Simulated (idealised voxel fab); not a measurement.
A process module follows: voxel released beams.
Square cells of 5 nm make up the cross-section cut, whose width is 155 nm.
Each cross-section below is a grid of square cells, stated as bands in top-down order, with one or more rows of cells making up each band. The entry gives the band's vertical extent as a top height and a bottom height in nm, then its horizontal make-up as materials from left to right, each with a width in nm. "air" stands for empty space; a single material marked "all across" fills the band edge to edge. The level at which height equals 0 is the one under which the wafer, as it arrives, is entirely one material. No lower edge exists for the bottom band, which continues downward and is notated as in "0 nm and below". Width "30..40": first value at the band's top row of cells, second value at its bottom row, equal change from row to row. A step reported as "same as before" is a step in which no cell of the cross-section changed. In "Closed void inventory" the enclosed voids are listed, meaning empty spaces of 8 cells or larger without any opening to the top. The form is width x height at distance, distance from the left edge, units nm. What comes after the settings on a step's line is commentary from the simulator itself on that step. "overlay nm" on a masked step: distance the mask lay right of its planned place, negative for left.

-- Planned process steps
1,RECEIVE [material Si]
2,CONFORMAL_DEP [material SiN] [thk nm 10]
3,DIRECTIONAL_DEP [material SiO2] [thk nm 10]
4,MASKED_ETCH [tone open] [mask id ANCHOR] [width nm 45] [etch materials SiO2] [depth nm 20] [overlay nm 0]
5,CONFORMAL_DEP [material polySi] [thk nm 15]
6,PATTERN [tone cover] [mask id BEAM] [material resist] [width nm 100] [thk nm 15] [overlay nm 0]
7,DIRECTIONAL_ETCH [etch materials polySi] [depth nm 15]
8,STRIP [etch materials resist]
9,STRIP [etch materials SiO2]
Where the wafers of this document differ is in the thk nm of step 3; they start out the same, and the plan states the value that applied to the first wafer.

-- Cross-section: the first of several wafers in its as-received state, i.e. following step 1
0 nm and below = Si all across
Closed void inventory: none

-- First of several wafers in cross-section at module end, following the final step, step 9
35 nm to 25 nm = air=25, polySi=20, air=15, polySi=65, air=30
25 nm to 20 nm = air=25, polySi=100, air=30
20 nm to 10 nm = air=30, polySi=45, air=80
10 nm to 0 nm = SiN all across
0 nm and below = Si all across
Closed void inventory: none

-- So this is the cross-section on the last wafer at the end of the module
10 nm to 0 nm = SiN all across
0 nm and below = Si all across
Closed void inventory: none

-- The rows of the table below are wafers. Looking at the end of the module, a row counts, for every material, the cells the wafer has gained, shown as (+), or lost, shown as (-), since it was received; its closed voids come next
thk nm 10, +62 SiN, +72 polySi, Closed void inventory: none
thk nm 15, +62 SiN, +78 polySi, Closed void inventory: none
thk nm 20, +62 SiN, +84 polySi, Closed void inventory: none
thk nm 25, +62 SiN, Closed void inventory: none
thk nm 30, +62 SiN, Closed void inventory: none
thk nm 35, +62 SiN, Closed void inventory: none
